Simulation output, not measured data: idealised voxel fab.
The process module that follows is named voxel self aligned contacts.
Square cell edge 5 nm, section width 205 nm, ID cut.
Square cells in a grid make up a cross-section in this document, and the grid is given as bands, listed from the top down, each one or more rows of cells. Look at the band entry: it leads with the top's height and the bottom's height in nm. Then it lists the materials left to right, with a width in nm for each. The word "throughout" on a single material says that material fills the band edge to edge. The word "blank" is empty space. Height reference: 0 = level under which incoming wafer is all one material. Lowest band: no bottom, runs on downward, e.g. "0 nm and below". Width "30 to 40": first value at the band's top row of cells, second value at its bottom row, equal change from row to row. It should be understood that the words "no modifications", when stated for a given step, signify that the cross-section underwent no change in any of its cells during that step. Closed-off voids of 8+ cells (no open route to the top) go in "Voids, enclosed", written width x height at distance from the left edge, in nm. If you see something after the settings on a step's line, that's the simulator's own remark about that step. overlay nm: right-of-plan distance of the mask on a masked step; negative values mean left-of-plan.

# Steps in the process plan
1: RECEIVE with material Si
2: OXIDIZE with depth nm 5
3: DIRECTIONAL_DEP with material polySi, thk nm 20
4: DIRECTIONAL_DEP with material SiN, thk nm 25
5: MASKED_ETCH with tone cover, mask id GATE, width nm 30, pitch nm 65, etch materials SiN, depth nm 25, overlay nm 0
6: MASKED_ETCH with tone cover, mask id GATE, width nm 30, pitch nm 65, etch materials polySi, depth nm 20, overlay nm 0
7: CONFORMAL_DEP with material SiN, thk nm 10
8: DIRECTIONAL_ETCH with etch materials SiN, depth nm 10
9: FILL_DEP with material SiO2, thk nm 20
10: CMP with height nm 55
11: DIRECTIONAL_DEP with material aC, thk nm 15
12: PATTERN with tone open, mask id CONTACT, material resist, width nm 45, thk nm 30, overlay nm 0
13: DIRECTIONAL_ETCH with etch materials aC, depth nm 15
14: STRIP with etch materials resist
15: DIRECTIONAL_ETCH with etch materials SiO2, depth nm 60
16: STRIP with etch materials aC
17: CONFORMAL_DEP with material TiN, thk nm 5
18: FILL_DEP with material Ru, thk nm 5
19: CMP with height nm 55
20: CONFORMAL_DEP with material SiCN, thk nm 5

# Cross-section: wafer on arrival = after step 1
  0 nm and below = Si throughout
  Voids, enclosed: none

# The plan above was carried out on the starting structure above with one mistake, and this cross-section shows the wafer at the end of the module
  60 nm to 55 nm = SiCN throughout
  55 nm to 45 nm = 80 of SiO2  5 to 20 of TiN  35 to 5 of Ru  5 to 20 of TiN  80 of SiO2
  45 nm to 25 nm = 45 of SiO2  50 of SiN  5 of TiN  5 of Ru  5 of TiN  50 of SiN  45 of SiO2
  25 nm to 20 nm = 45 of SiO2  50 of SiN  15 of TiN  50 of SiN  45 of SiO2
  20 nm to 0 nm = 40 of SiO2  10 of SiN  35 of polySi  10 of SiN  10 of TiN  10 of SiN  35 of polySi  10 of SiN  45 of SiO2
  0 nm to -5 nm = 95 of SiO2  10 of TiN  100 of SiO2
  -5 nm and below = Si throughout
  Voids, enclosed: none
Processing error: in deviation from the planned setting, step 6 was conducted as MASKED_ETCH with tone cover, mask id GATE, width nm 30, pitch nm 65, etch materials polySi, depth nm 20, overlay nm -5
